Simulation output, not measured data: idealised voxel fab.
process module | voxel self aligned vias
Xsec cut, 265 nm wide, square cell size 5 nm.
Cross-sections here: square-cell grids, written as top-down lists of bands, a band being one or more rows of cells.
What a band's entry tells you: where the top is and where the bottom is, as heights in nm, and after that what lies inside, material by material from left to right, each with its width in nm. Empty space is written as the word "air", and a single material marked with the word "throughout" occupies the band from edge to edge.
The reference from which all heights are counted is 0, the level beneath which the as-received wafer is entirely one material; the lowest band, having no lower bound, proceeds downward and is written after the example "z 0 and below".
Graded width ("30..40"): value in top row of band = first number; value in bottom row = second number; row-to-row change constant.
"nothing changed" -> step changed no cross-section cell.
In "Closed void listing" the enclosed voids are listed, meaning empty spaces of 8 cells or larger without any opening to the top. The form is width x height at distance, distance from the left edge, units nm.
The remark found on a step's line after its settings is issued by the simulator itself and pertains to that step.
overlay nm: for a step with a mask, the amount by which the mask lay right of where it was planned; a negative amount means left of it.

The following list gives the planned process steps:
step 1: RECEIVE: material Si
step 2: CONFORMAL_DEP: material SiO2, thk nm 15
step 3: CONFORMAL_DEP: material SiCN, thk nm 5
step 4: DIRECTIONAL_DEP: material lowk, thk nm 25
step 5: DIRECTIONAL_DEP: material aC, thk nm 10
step 6: PATTERN: tone open, mask id LINES, material resist, width nm 30, pitch nm 80, thk nm 30, overlay nm 0
step 7: DIRECTIONAL_ETCH: etch materials aC, depth nm 10
step 8: STRIP: etch materials resist
step 9: DIRECTIONAL_ETCH: etch materials lowk, depth nm 25
step 10: STRIP: etch materials aC
step 11: CONFORMAL_DEP: material TiN, thk nm 5
step 12: FILL_DEP: material Ru, thk nm 10
step 13: CMP: height nm 45
step 14: SELECTIVE_ETCH: etch materials W Ru TiN, depth nm 10
step 15: FILL_DEP: material SiN, thk nm 5
step 16: CMP: height nm 45
step 17: DIRECTIONAL_DEP: material lowk, thk nm 15
step 18: DIRECTIONAL_DEP: material aC, thk nm 10
step 19: PATTERN: tone open, mask id VIAS, material resist, width nm 50, pitch nm 160, thk nm 30, overlay nm 0
step 20: DIRECTIONAL_ETCH: etch materials aC, depth nm 10
step 21: STRIP: etch materials resist
step 22: DIRECTIONAL_ETCH: etch materials lowk, depth nm 15
step 23: DIRECTIONAL_ETCH: etch materials SiN, depth nm 10
step 24: STRIP: etch materials aC
step 25: CONFORMAL_DEP: material TiN, thk nm 5
step 26: FILL_DEP: material Cu, thk nm 10
step 27: CMP: height nm 60
step 28: CONFORMAL_DEP: material SiCN, thk nm 5

The following pertains to the first of two wafers, which was processed as planned:

as received, after step 1:
* z 0 and below = Si throughout
* Closed void listing: none

After step 2, in cross-section:
* z 15 to 0 = SiO2 throughout
* Below 0 it's all the same as before, nothing changed down there.

After step 3, in cross-section:
* z 20 to 15 = SiCN throughout
* Below 15 it's all the same as before, nothing changed down there.

After step 4, in cross-section:
* z 45 to 20 = lowk throughout
* Below 20 it's all the same as before, nothing changed down there.

After step 5, in cross-section:
* z 55 to 45 = aC throughout
* Below 45 it's all the same as before, nothing changed down there.

After step 6, in cross-section:
* z 85 to 55 = resist=35 | air=30 | resist=50 | air=30 | resist=50 | air=30 | resist=40
* Below 55 it's all the same as before, nothing changed down there.

After step 7, in cross-section:
* z 75 to 55 = resist=35 | air=30 | resist=50 | air=30 | resist=50 | air=30 | resist=40
* z 55 to 45 = aC=35 | air=30 | aC=50 | air=30 | aC=50 | air=30 | aC=40
* Below 45 it's all the same as before, nothing changed down there.

After step 8, in cross-section:
* z 55 to 45 = aC=35 | air=30 | aC=50 | air=30 | aC=50 | air=30 | aC=40
* Below 45 it's all the same as before, nothing changed down there.

After step 9, in cross-section:
* z 55 to 45 = aC=35 | air=30 | aC=50 | air=30 | aC=50 | air=30 | aC=40
* z 45 to 20 = lowk=35 | air=30 | lowk=50 | air=30 | lowk=50 | air=30 | lowk=40
* Below 20 it's all the same as before, nothing changed down there.

After step 10, in cross-section:
* z 45 to 20 = lowk=35 | air=30 | lowk=50 | air=30 | lowk=50 | air=30 | lowk=40
* Below 20 it's all the same as before, nothing changed down there.

After step 11, in cross-section:
* z 50 to 45 = TiN=40 | air=20 | TiN=60 | air=20 | TiN=60 | air=20 | TiN=45
* z 45 to 25 = lowk=35 | TiN=5 | air=20 | TiN=5 | lowk=50 | TiN=5 | air=20 | TiN=5 | lowk=50 | TiN=5 | air=20 | TiN=5 | lowk=40
* z 25 to 20 = lowk=35 | TiN=30 | lowk=50 | TiN=30 | lowk=50 | TiN=30 | lowk=40
* Below 20 it's all the same as before, nothing changed down there.

After step 12, in cross-section:
* z 60 to 50 = Ru throughout
* z 50 to 45 = TiN=40 | Ru=20 | TiN=60 | Ru=20 | TiN=60 | Ru=20 | TiN=45
* z 45 to 25 = lowk=35 | TiN=5 | Ru=20 | TiN=5 | lowk=50 | TiN=5 | Ru=20 | TiN=5 | lowk=50 | TiN=5 | Ru=20 | TiN=5 | lowk=40
* Below 25 it's all the same as before, nothing changed down there.

After step 13, in cross-section:
* z 45 to 25 = lowk=35 | TiN=5 | Ru=20 | TiN=5 | lowk=50 | TiN=5 | Ru=20 | TiN=5 | lowk=50 | TiN=5 | Ru=20 | TiN=5 | lowk=40
* Below 25 it's all the same as before, nothing changed down there.

After step 14, in cross-section:
* z 45 to 35 = lowk=35 | air=30 | lowk=50 | air=30 | lowk=50 | air=30 | lowk=40
* Below 35 it's all the same as before, nothing changed down there.

After step 15, in cross-section:
* z 50 to 45 = SiN throughout
* z 45 to 35 = lowk=35 | SiN=30 | lowk=50 | SiN=30 | lowk=50 | SiN=30 | lowk=40
* Below 35 it's all the same as before, nothing changed down there.

After step 16, in cross-section:
* z 45 to 35 = lowk=35 | SiN=30 | lowk=50 | SiN=30 | lowk=50 | SiN=30 | lowk=40
* Below 35 it's all the same as before, nothing changed down there.

After step 17, in cross-section:
* z 60 to 45 = lowk throughout
* Below 45 it's all the same as before, nothing changed down there.

After step 18, in cross-section:
* z 70 to 60 = aC throughout
* Below 60 it's all the same as before, nothing changed down there.

After step 19, in cross-section:
* z 100 to 70 = resist=25 | air=50 | resist=110 | air=50 | resist=30
* Below 70 it's all the same as before, nothing changed down there.

After step 20, in cross-section:
* z 90 to 70 = resist=25 | air=50 | resist=110 | air=50 | resist=30
* z 70 to 60 = aC=25 | air=50 | aC=110 | air=50 | aC=30
* Below 60 it's all the same as before, nothing changed down there.

After step 21, in cross-section:
* z 70 to 60 = aC=25 | air=50 | aC=110 | air=50 | aC=30
* Below 60 it's all the same as before, nothing changed down there.

After step 22, in cross-section:
* z 70 to 60 = aC=25 | air=50 | aC=110 | air=50 | aC=30
* z 60 to 45 = lowk=25 | air=50 | lowk=110 | air=50 | lowk=30
* Below 45 it's all the same as before, nothing changed down there.

After step 23, in cross-section:
* z 70 to 60 = aC=25 | air=50 | aC=110 | air=50 | aC=30
* z 60 to 45 = lowk=25 | air=50 | lowk=110 | air=50 | lowk=30
* z 45 to 35 = lowk=35 | air=30 | lowk=50 | SiN=30 | lowk=50 | air=30 | lowk=40
* Below 35 it's all the same as before, nothing changed down there.

After step 24, in cross-section:
* z 60 to 45 = lowk=25 | air=50 | lowk=110 | air=50 | lowk=30
* Below 45 it's all the same as before, nothing changed down there.

After step 25, in cross-section:
* z 65 to 60 = TiN=30 | air=40 | TiN=120 | air=40 | TiN=35
* z 60 to 50 = lowk=25 | TiN=5 | air=40 | TiN=5 | lowk=110 | TiN=5 | air=40 | TiN=5 | lowk=30
* z 50 to 45 = lowk=25 | TiN=15 | air=20 | TiN=15 | lowk=110 | TiN=15 | air=20 | TiN=15 | lowk=30
* z 45 to 40 = lowk=35 | TiN=5 | air=20 | TiN=5 | lowk=50 | SiN=30 | lowk=50 | TiN=5 | air=20 | TiN=5 | lowk=40
* z 40 to 35 = lowk=35 | TiN=30 | lowk=50 | SiN=30 | lowk=50 | TiN=30 | lowk=40
* Below 35 it's all the same as before, nothing changed down there.

After step 26, in cross-section:
* z 75 to 65 = Cu throughout
* z 65 to 60 = TiN=30 | Cu=40 | TiN=120 | Cu=40 | TiN=35
* z 60 to 50 = lowk=25 | TiN=5 | Cu=40 | TiN=5 | lowk=110 | TiN=5 | Cu=40 | TiN=5 | lowk=30
* z 50 to 45 = lowk=25 | TiN=15 | Cu=20 | TiN=15 | lowk=110 | TiN=15 | Cu=20 | TiN=15 | lowk=30
* z 45 to 40 = lowk=35 | TiN=5 | Cu=20 | TiN=5 | lowk=50 | SiN=30 | lowk=50 | TiN=5 | Cu=20 | TiN=5 | lowk=40
* Below 40 it's all the same as before, nothing changed down there.

After step 27, in cross-section:
* z 60 to 50 = lowk=25 | TiN=5 | Cu=40 | TiN=5 | lowk=110 | TiN=5 | Cu=40 | TiN=5 | lowk=30
* Below 50 it's all the same as before, nothing changed down there.

After step 28, in cross-section:
* z 65 to 60 = SiCN throughout
* Below 60 it's all the same as before, nothing changed down there.

Second of two: same start, same plan, one run error; steps up to and including 18 match the first:

Cross-section of the second wafer at the time by which step 19 should have been completed according to the plan:
* z 100 to 70 = resist=25 | air=55 | resist=105 | air=55 | resist=25
* Below 70 it's all the same as before, nothing changed down there.

Cross-section of the second wafer at the time by which step 20 should have been completed according to the plan:
* z 90 to 70 = resist=25 | air=55 | resist=105 | air=55 | resist=25
* z 70 to 60 = aC=25 | air=55 | aC=105 | air=55 | aC=25
* Below 60 it's all the same as before, nothing changed down there.

Cross-section of the second wafer at the time by which step 21 should have been completed according to the plan:
* z 70 to 60 = aC=25 | air=55 | aC=105 | air=55 | aC=25
* Below 60 it's all the same as before, nothing changed down there.

Cross-section of the second wafer at the time by which step 22 should have been completed according to the plan:
* z 70 to 60 = aC=25 | air=55 | aC=105 | air=55 | aC=25
* z 60 to 45 = lowk=25 | air=55 | lowk=105 | air=55 | lowk=25
* Below 45 it's all the same as before, nothing changed down there.

Cross-section of the second wafer at the time by which step 23 should have been completed according to the plan:
* z 70 to 60 = aC=25 | air=55 | aC=105 | air=55 | aC=25
* z 60 to 45 = lowk=25 | air=55 | lowk=105 | air=55 | lowk=25
* z 45 to 35 = lowk=35 | air=30 | lowk=50 | SiN=30 | lowk=50 | air=30 | lowk=40
* Below 35 it's all the same as before, nothing changed down there.

Cross-section of the second wafer at the time by which step 24 should have been completed according to the plan:
* z 60 to 45 = lowk=25 | air=55 | lowk=105 | air=55 | lowk=25
* Below 45 it's all the same as before, nothing changed down there.

Cross-section of the second wafer at the time by which step 25 should have been completed according to the plan:
* z 65 to 60 = TiN=30 | air=45 | TiN=115 | air=45 | TiN=30
* z 60 to 50 = lowk=25 | TiN=5 | air=45 | TiN=5 | lowk=105 | TiN=5 | air=45 | TiN=5 | lowk=25
* z 50 to 45 = lowk=25 | TiN=15 | air=20 | TiN=20 | lowk=105 | TiN=15 | air=20 | TiN=20 | lowk=25
* z 45 to 40 = lowk=35 | TiN=5 | air=20 | TiN=5 | lowk=50 | SiN=30 | lowk=50 | TiN=5 | air=20 | TiN=5 | lowk=40
* z 40 to 35 = lowk=35 | TiN=30 | lowk=50 | SiN=30 | lowk=50 | TiN=30 | lowk=40
* Below 35 it's all the same as before, nothing changed down there.

Cross-section of the second wafer at the time by which step 26 should have been completed according to the plan:
* z 75 to 65 = Cu throughout
* z 65 to 60 = TiN=30 | Cu=45 | TiN=115 | Cu=45 | TiN=30
* z 60 to 50 = lowk=25 | TiN=5 | Cu=45 | TiN=5 | lowk=105 | TiN=5 | Cu=45 | TiN=5 | lowk=25
* z 50 to 45 = lowk=25 | TiN=15 | Cu=20 | TiN=20 | lowk=105 | TiN=15 | Cu=20 | TiN=20 | lowk=25
* z 45 to 40 = lowk=35 | TiN=5 | Cu=20 | TiN=5 | lowk=50 | SiN=30 | lowk=50 | TiN=5 | Cu=20 | TiN=5 | lowk=40
* Below 40 it's all the same as before, nothing changed down there.

Cross-section of the second wafer at the time by which step 27 should have been completed according to the plan:
* z 60 to 50 = lowk=25 | TiN=5 | Cu=45 | TiN=5 | lowk=105 | TiN=5 | Cu=45 | TiN=5 | lowk=25
* Below 50 it's all the same as before, nothing changed down there.

Cross-section of the second wafer at the time by which step 28 should have been completed according to the plan:
* z 65 to 60 = SiCN throughout
* Below 60 it's all the same as before, nothing changed down there.
The plan and the run diverged here: in deviation from the planned setting, step 19 was conducted as PATTERN: tone open, mask id VIAS, material resist, width nm 55, pitch nm 160, thk nm 30, overlay nm 0
At the finish, the second wafer shows more or fewer cells for some materials than the first does: Cu +4, TiN +2, lowk -6
